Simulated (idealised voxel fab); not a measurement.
Herein follows the process module entitled voxel transistor to metal.
Cross-sectional view cut (width: 170 nm; square cell size: 5 nm).
The cross-sections in this document take the form of a grid made of square cells. They are written out as bands, in order from top to bottom. Each band consists of one or more rows of cells. Heights first: top, then bottom, in nm. Then materials, left to right, each with a width in nm. "throughout" on a single material: fills the band edge to edge. "empty": empty space. Measure heights from 0. That's the level where, below it, the as-received wafer is all one material. The lowest band is bottomless and extends downward; write it as in "from 0 down". Graded width ("30..40"): value in top row of band = first number; value in bottom row = second number; row-to-row change constant. "remains unaltered", as given for a step, is the statement that not any cell of the cross-section underwent a change during that step. Entry "Cavities, closed". Content: empty spaces with no open connection to the top, size 8 cells or greater. Each: width x height at distance. Distance: from left edge. Unit: nm. On each step's line, the part that comes after the settings is the simulator's own comment on the step. The "overlay nm" setting may appear on a step's line; for a step that uses a mask, it gives how far to the right of its planned position the mask lay, and a negative value indicates the left.

Planned process steps
1. RECEIVE, material Si
2. CONFORMAL_DEP, material SiO2, thk nm 5
3. CONFORMAL_DEP, material SiN, thk nm 15
4. DIRECTIONAL_DEP, material aC, thk nm 10
5. PATTERN, tone cover, mask id ACTIVE, material resist, width nm 95, thk nm 25, overlay nm 0
6. DIRECTIONAL_ETCH, etch materials aC, depth nm 10
7. STRIP, etch materials resist
8. DIRECTIONAL_ETCH, etch materials SiN, depth nm 15
9. DIRECTIONAL_ETCH, etch materials SiO2, depth nm 5
10. DIRECTIONAL_ETCH, etch materials Si, depth nm 35
11. STRIP, etch materials aC
12. OXIDIZE, depth nm 5
13. FILL_DEP, material SiO2, thk nm 10
14. CMP, height nm 20
15. SELECTIVE_ETCH, etch materials SiO2, depth nm 10
16. STRIP, etch materials SiN
17. SELECTIVE_ETCH, etch materials SiO2, depth nm 5
18. OXIDIZE, depth nm 5
19. DIRECTIONAL_DEP, material polySi, thk nm 20
20. DIRECTIONAL_DEP, material SiCN, thk nm 15
21. MASKED_ETCH, tone cover, mask id GATE, width nm 15, etch materials SiCN, depth nm 25, overlay nm 0
22. MASKED_ETCH, tone cover, mask id GATE, width nm 15, etch materials polySi, depth nm 30, overlay nm 0
23. CONFORMAL_DEP, material SiN, thk nm 10
24. DIRECTIONAL_ETCH, etch materials SiN, depth nm 10
25. DIRECTIONAL_ETCH, etch materials SiO2, depth nm 5
26. DIRECTIONAL_ETCH, etch materials Si, depth nm 5
27. EPI, material SiGe, thk nm 10
28. FILL_DEP, material SiO2, thk nm 10
29. CMP, height nm 35
30. DIRECTIONAL_DEP, material SiO2, thk nm 15
31. DIRECTIONAL_DEP, material aC, thk nm 15
32. PATTERN, tone open, mask id CONTACT, material resist, width nm 15, pitch nm 70, thk nm 30, overlay nm 0
33. DIRECTIONAL_ETCH, etch materials aC, depth nm 15
34. STRIP, etch materials resist
35. DIRECTIONAL_ETCH, etch materials SiO2, depth nm 50
36. STRIP, etch materials aC
37. CONFORMAL_DEP, material TiN, thk nm 5
38. FILL_DEP, material Ru, thk nm 10
39. CMP, height nm 50
40. DIRECTIONAL_DEP, material TiN, thk nm 5
41. DIRECTIONAL_DEP, material W, thk nm 25
42. PATTERN, tone cover, mask id METAL_1, material resist, width nm 15, pitch nm 70, thk nm 20, overlay nm 0
43. DIRECTIONAL_ETCH, etch materials W, depth nm 25
44. DIRECTIONAL_ETCH, etch materials TiN, depth nm 5
45. STRIP, etch materials resist
46. FILL_DEP, material lowk, thk nm 10
47. CMP, height nm 80
48. CONFORMAL_DEP, material SiCN, thk nm 5

Cross-section: wafer on arrival = after step 1
- from 0 down  Si throughout
- Cavities, closed: none

Cross-section, end of module. Start: as above. Plan: as above. Execution: one mistake
- from 85 to 80  SiCN throughout
- from 80 to 55  lowk 40, W 15, lowk 55, W 15, lowk 45
- from 55 to 50  lowk 40, TiN 15, lowk 55, TiN 15, lowk 45
- from 50 to 35  SiO2 40, TiN 5, Ru 5, TiN 5, SiO2 55, TiN 5, Ru 5, TiN 5, SiO2 45
- from 35 to 20  SiO2 40, TiN 5, Ru 5, TiN 5, SiO2 10, SiN 10, SiCN 15, SiN 10, SiO2 10, TiN 5, Ru 5, TiN 5, SiO2 45
- from 20 to 15  SiO2 40, TiN 5, Ru 5, TiN 5, SiO2 10, SiN 10, polySi 15, SiN 10, SiO2 10, TiN 5, Ru 5, TiN 5, SiO2 45
- from 15 to 10  SiO2 40, TiN 15, SiO2 10, SiN 10, polySi 15, SiN 10, SiO2 10, TiN 15, SiO2 45
- from 10 to 5  SiO2 40, TiN 10, SiGe 15, SiN 10, polySi 15, SiN 10, SiGe 15, TiN 10, SiO2 45
- from 5 to 0  SiO2 30, SiN 10, SiGe 25, SiN 10, polySi 15, SiN 10, SiGe 25, SiN 10, SiO2 35
- from 0 to -5  SiO2 40, SiGe 25, SiO2 35, SiGe 25, SiO2 45
- from -5 to -10  SiO2 40, SiGe 25, Si 35, SiGe 25, SiO2 45
- from -10 to -40  SiO2 40, Si 85, SiO2 45
- from -40 down  Si throughout
- Cavities, closed: none
The plan and the run diverged here: heads up, step 27 didn't go per plan, it actually ran as EPI, material SiGe, thk nm 15
